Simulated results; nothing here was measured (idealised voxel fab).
Process module, titled voxel self aligned vias
Square cell edge 5 nm, section width 220 nm, ID cut.
Cross-section layout: square cells on a grid; listed as bands, top to bottom; a band spans one or more cell rows.
Each band's line starts with the height of the band's top and of its bottom, in nm. Then come its materials from left to right, each with its width in nm. One material with "everywhere" fills the band from edge to edge. "air" is empty space.
Height reference: 0 = level under which incoming wafer is all one material. Lowest band: no bottom, runs on downward, e.g. "z 0 and below".
You'd read "30->40" like this: the band's top row of cells is as wide as the first number, its bottom row is as wide as the second, and going down, every row changes width by the same amount as the row before did.
It should be understood that the words "no change", when stated for a given step, signify that the cross-section underwent no change in any of its cells during that step.
"Trapped voids": empty spaces of 8 cells or more with no open way to the top, each given as width x height at distance, distance from the left edge, all in nm.
The remark found on a step's line after its settings is issued by the simulator itself and pertains to that step.
The line of a step may include "overlay nm". On a step with a mask, this value is how far to the right of its planned place the mask lay. A negative value means the mask lay to the left.
**Intended process steps**
1. RECEIVE,material Si
2. CONFORMAL_DEP,material SiO2,thk nm 10
3. CONFORMAL_DEP,material SiCN,thk nm 5
4. DIRECTIONAL_DEP,material lowk,thk nm 25
5. MASKED_ETCH,tone open,mask id LINES,width nm 20,pitch nm 60,etch materials lowk,depth nm 25,overlay nm 0
6. CONFORMAL_DEP,material TiN,thk nm 5
7. FILL_DEP,material W,thk nm 5
8. CMP,height nm 40
9. SELECTIVE_ETCH,etch materials W Ru TiN,depth nm 5
10. FILL_DEP,material SiN,thk nm 10
11. CMP,height nm 40
12. DIRECTIONAL_DEP,material lowk,thk nm 20
13. MASKED_ETCH,tone open,mask id VIAS,width nm 40,pitch nm 60,etch materials lowk,depth nm 20,overlay nm -15
14. MASKED_ETCH,tone open,mask id VIAS,width nm 40,pitch nm 60,etch materials SiN,depth nm 5,overlay nm 0
15. CONFORMAL_DEP,material TiN,thk nm 5
16. FILL_DEP,material W,thk nm 5
17. CMP,height nm 60
18. CONFORMAL_DEP,material SiN,thk nm 5
Heads up: all these wafers start the same, and what changes between them is the overlay nm in step 13. The value you see in the plan is just what the first wafer got.
**First wafer of several, as received: cross-section after step 1**
* z 0 and below | Si everywhere
* Trapped voids: none
**First of several wafers: cross-section at the end of the module, after step 18, its last step**
* z 65 to 60 | SiN everywhere
* z 60 to 45 | 45 nm lowk; 5 nm TiN; 30 nm W; 5 nm TiN; 20 nm lowk; 5 nm TiN; 30 nm W; 5 nm TiN; 75 nm lowk
* z 45 to 40 | 45 nm lowk; 30 nm TiN; 5 nm W; 5 nm TiN; 20 nm lowk; 30 nm TiN; 5 nm W; 5 nm TiN; 75 nm lowk
* z 40 to 35 | 70 nm lowk; 15 nm TiN; 5 nm SiN; 40 nm lowk; 15 nm TiN; 5 nm SiN; 70 nm lowk
* z 35 to 20 | 70 nm lowk; 5 nm TiN; 10 nm W; 5 nm TiN; 40 nm lowk; 5 nm TiN; 10 nm W; 5 nm TiN; 70 nm lowk
* z 20 to 15 | 70 nm lowk; 20 nm TiN; 40 nm lowk; 20 nm TiN; 70 nm lowk
* z 15 to 10 | SiCN everywhere
* z 10 to 0 | SiO2 everywhere
* z 0 and below | Si everywhere
* Trapped voids: none
**Cross-sectional view, end of module, last wafer of several**
* z 65 to 60 | SiN everywhere
* z 60 to 45 | 75 nm lowk; 5 nm TiN; 30 nm W; 5 nm TiN; 20 nm lowk; 5 nm TiN; 30 nm W; 5 nm TiN; 45 nm lowk
* z 45 to 40 | 75 nm lowk; 5 nm TiN; 5 nm W; 30 nm TiN; 20 nm lowk; 5 nm TiN; 5 nm W; 30 nm TiN; 45 nm lowk
* z 40 to 35 | 70 nm lowk; 5 nm SiN; 15 nm TiN; 40 nm lowk; 5 nm SiN; 15 nm TiN; 70 nm lowk
* z 35 to 20 | 70 nm lowk; 5 nm TiN; 10 nm W; 5 nm TiN; 40 nm lowk; 5 nm TiN; 10 nm W; 5 nm TiN; 70 nm lowk
* z 20 to 15 | 70 nm lowk; 20 nm TiN; 40 nm lowk; 20 nm TiN; 70 nm lowk
* z 15 to 10 | SiCN everywhere
* z 10 to 0 | SiO2 everywhere
* z 0 and below | Si everywhere
* Trapped voids: none
**Per wafer, end of module: cells gained (+) or lost (-) per material since receipt, then closed voids**
overlay nm -15 | +44 SiCN | +46 SiN | +88 SiO2 | +52 TiN | +50 W | +292 lowk | Trapped voids: none
overlay nm -10 | +44 SiCN | +44 SiN | +88 SiO2 | +52 TiN | +52 W | +292 lowk | Trapped voids: none
overlay nm -5 | +44 SiCN | +44 SiN | +88 SiO2 | +52 TiN | +52 W | +292 lowk | Trapped voids: none
overlay nm 0 | +44 SiCN | +44 SiN | +88 SiO2 | +52 TiN | +52 W | +292 lowk | Trapped voids: none
overlay nm 5 | +44 SiCN | +44 SiN | +88 SiO2 | +52 TiN | +52 W | +292 lowk | Trapped voids: none
overlay nm 10 | +44 SiCN | +44 SiN | +88 SiO2 | +52 TiN | +52 W | +292 lowk | Trapped voids: none
overlay nm 15 | +44 SiCN | +46 SiN | +88 SiO2 | +52 TiN | +50 W | +292 lowk | Trapped voids: none
